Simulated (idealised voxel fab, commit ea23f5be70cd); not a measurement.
Process module heading - voxel transistor to metal
cross-section cut | 270 nm wide | cells 5 nm
Cross-section, as written here: a square-cell grid given band by band from the top down, where a band holds one or more rows of cells.
For a band, the entry starts with two heights in nm, that of the top and then that of the bottom, and carries on with the band's materials in order from left to right, each alongside its width in nm; the word "everywhere" beside a single material means it fills the band edge to edge, and "empty" means empty space.
Measure heights from 0. That's the level where, below it, the as-received wafer is all one material. The lowest band is bottomless and extends downward; write it as in "z 0 and below".
So if you see something like "30..40" for the width, read it as the top row of the band sitting at the first number and the bottom row at the second, with every row in between moving by the same amount as the last.
You'll sometimes find "nothing was modified" written for a step, and that's the way of saying that nowhere in the cross-section did a cell change during that step.
"Enclosed void catalog": sealed empty spaces, 8 cells or more, no open way to top, listed width x height at distance, with distance from the left edge and width, height and distance in nm.
Read whatever lies past the settings on a step's line as the simulator's own remark about the step.
The line of a step may include "overlay nm". On a step with a mask, this value is how far to the right of its planned place the mask lay. A negative value means the mask lay to the left.

**The following list gives the planned process steps**
1: RECEIVE [material Si]
2: OXIDIZE [depth nm 5]
3: CONFORMAL_DEP [material SiN] [thk nm 10]
4: MASKED_ETCH [tone cover] [mask id ACTIVE] [width nm 95] [pitch nm 115] [etch materials SiN] [depth nm 10] [overlay nm 0]
5: MASKED_ETCH [tone cover] [mask id ACTIVE] [width nm 95] [pitch nm 115] [etch materials SiO2] [depth nm 5] [overlay nm 0]
6: MASKED_ETCH [tone cover] [mask id ACTIVE] [width nm 95] [pitch nm 115] [etch materials Si] [depth nm 25] [overlay nm 0]
7: OXIDIZE [depth nm 5]
8: FILL_DEP [material SiO2] [thk nm 10]
9: CMP [height nm 10]
10: SELECTIVE_ETCH [etch materials SiO2] [depth nm 5]
11: STRIP [etch materials SiN]
12: SELECTIVE_ETCH [etch materials SiO2] [depth nm 5]
13: OXIDIZE [depth nm 5]
14: DIRECTIONAL_DEP [material polySi] [thk nm 30]
15: DIRECTIONAL_DEP [material SiCN] [thk nm 10]
16: MASKED_ETCH [tone cover] [mask id GATE] [width nm 15] [pitch nm 115] [etch materials SiCN] [depth nm 20] [overlay nm 0]
17: MASKED_ETCH [tone cover] [mask id GATE] [width nm 15] [pitch nm 115] [etch materials polySi] [depth nm 40] [overlay nm 0]
18: CONFORMAL_DEP [material SiO2] [thk nm 5]
19: DIRECTIONAL_ETCH [etch materials SiO2] [depth nm 5]
20: CONFORMAL_DEP [material SiN] [thk nm 10]
21: DIRECTIONAL_ETCH [etch materials SiN] [depth nm 10]
22: DIRECTIONAL_ETCH [etch materials SiO2] [depth nm 5]
23: DIRECTIONAL_ETCH [etch materials Si] [depth nm 15]
24: EPI [material nSi] [thk nm 15]
25: FILL_DEP [material SiO2] [thk nm 10]
26: CMP [height nm 35]
27: DIRECTIONAL_DEP [material SiO2] [thk nm 15]
28: DIRECTIONAL_DEP [material aC] [thk nm 15]
29: PATTERN [tone open] [mask id CONTACT] [material resist] [width nm 30] [thk nm 35] [overlay nm 0]
30: DIRECTIONAL_ETCH [etch materials aC] [depth nm 15]
31: STRIP [etch materials resist]
32: DIRECTIONAL_ETCH [etch materials SiO2] [depth nm 45]
33: STRIP [etch materials aC]
34: CONFORMAL_DEP [material TiN] [thk nm 5]
35: FILL_DEP [material W] [thk nm 10]
36: CMP [height nm 50]
37: DIRECTIONAL_DEP [material TiN] [thk nm 5]
38: DIRECTIONAL_DEP [material Ru] [thk nm 15]
39: MASKED_ETCH [tone cover] [mask id METAL_1] [width nm 15] [etch materials Ru] [depth nm 15] [overlay nm 0]
40: MASKED_ETCH [tone cover] [mask id METAL_1] [width nm 15] [etch materials TiN] [depth nm 5] [overlay nm 0]
41: CONFORMAL_DEP [material SiCN] [thk nm 5]
42: FILL_DEP [material SiO2] [thk nm 5]
43: CMP [height nm 70]
44: CONFORMAL_DEP [material SiCN] [thk nm 5]

**Wafer at receipt (post step 1), cross-section**
	z 0 and below  Si everywhere
	Enclosed void catalog: none

**Post-module cross-section: identical start and plan to those above, one misstep in execution**
	z 75 to 70  SiCN everywhere
	z 70 to 55  SiO2 30 nm / SiCN 5 nm / Ru 15 nm / SiCN 5 nm / SiO2 45 nm / SiCN 5 nm / Ru 15 nm / SiCN 5 nm / SiO2 20 nm / SiCN 5 nm / Ru 15 nm / SiCN 5 nm / SiO2 45 nm / SiCN 5 nm / Ru 15 nm / SiCN 5 nm / SiO2 30 nm
	z 55 to 50  SiCN 35 nm / TiN 15 nm / SiCN 55 nm / TiN 15 nm / SiCN 30 nm / TiN 15 nm / SiCN 55 nm / TiN 15 nm / SiCN 35 nm
	z 50 to 40  SiO2 35 nm / TiN 5 nm / W 20 nm / TiN 5 nm / SiO2 25 nm / TiN 5 nm / W 20 nm / TiN 5 nm / SiO2 30 nm / TiN 5 nm / W 20 nm / TiN 5 nm / SiO2 25 nm / TiN 5 nm / W 20 nm / TiN 5 nm / SiO2 35 nm
	z 40 to 35  SiO2 35 nm / TiN 5 nm / W 10 nm / TiN 15 nm / SiO2 25 nm / TiN 15 nm / W 10 nm / TiN 5 nm / SiO2 30 nm / TiN 5 nm / W 10 nm / TiN 15 nm / SiO2 25 nm / TiN 15 nm / W 10 nm / TiN 5 nm / SiO2 35 nm
	z 35 to 25  SiO2 35 nm / TiN 5 nm / W 10..5 nm / TiN 5..10 nm / SiN 10 nm / SiO2 5 nm / SiCN 15 nm / SiO2 5 nm / SiN 10 nm / TiN 5..10 nm / W 10..5 nm / TiN 5 nm / SiO2 30 nm / TiN 5 nm / W 10..5 nm / TiN 5..10 nm / SiN 10 nm / SiO2 5 nm / SiCN 15 nm / SiO2 5 nm / SiN 10 nm / TiN 5..10 nm / W 10..5 nm / TiN 5 nm / SiO2 35 nm
	z 25 to 10  SiO2 35 nm / TiN 5 nm / W 5 nm / TiN 5 nm / SiN 10 nm / SiO2 5 nm / polySi 25 nm / SiO2 5 nm / SiN 10 nm / TiN 5 nm / W 5 nm / TiN 5 nm / SiO2 30 nm / TiN 5 nm / W 5 nm / TiN 5 nm / SiN 10 nm / SiO2 5 nm / polySi 25 nm / SiO2 5 nm / SiN 10 nm / TiN 5 nm / W 5 nm / TiN 5 nm / SiO2 35 nm
	z 10 to 5  SiO2 35 nm / TiN 15 nm / SiN 10 nm / SiO2 5 nm / polySi 25 nm / SiO2 5 nm / SiN 10 nm / TiN 15 nm / SiO2 30 nm / TiN 15 nm / SiN 10 nm / SiO2 5 nm / polySi 25 nm / SiO2 5 nm / SiN 10 nm / TiN 15 nm / SiO2 35 nm
	z 5 to 0  SiO2 35 nm / nSi 15 nm / SiN 10 nm / SiO2 5 nm / polySi 25 nm / SiO2 5 nm / SiN 10 nm / nSi 15 nm / SiO2 30 nm / nSi 15 nm / SiN 10 nm / SiO2 5 nm / polySi 25 nm / SiO2 5 nm / SiN 10 nm / nSi 15 nm / SiO2 35 nm
	z 0 to -5  SiO2 30 nm / SiN 10 nm / nSi 10 nm / SiN 10 nm / SiO2 5 nm / polySi 25 nm / SiO2 5 nm / SiN 10 nm / nSi 10 nm / SiN 10 nm / SiO2 20 nm / SiN 10 nm / nSi 10 nm / SiN 10 nm / SiO2 5 nm / polySi 25 nm / SiO2 5 nm / SiN 10 nm / nSi 10 nm / SiN 10 nm / SiO2 30 nm
	z -5 to -10  SiO2 40 nm / nSi 10 nm / SiO2 55 nm / nSi 10 nm / SiO2 40 nm / nSi 10 nm / SiO2 55 nm / nSi 10 nm / SiO2 40 nm
	z -10 to -25  SiO2 35 nm / Si 5 nm / nSi 10 nm / Si 55 nm / nSi 10 nm / Si 5 nm / SiO2 30 nm / Si 5 nm / nSi 10 nm / Si 55 nm / nSi 10 nm / Si 5 nm / SiO2 35 nm
	z -25 to -35  SiO2 35 nm / Si 85 nm / SiO2 30 nm / Si 85 nm / SiO2 35 nm
	z -35 and below  Si everywhere
	Enclosed void catalog: none
What was the processing mistake? the process deviated at step 17: the operation and settings actually run there were MASKED_ETCH [tone cover] [mask id GATE] [width nm 25] [pitch nm 115] [etch materials polySi] [depth nm 40] [overlay nm 0]
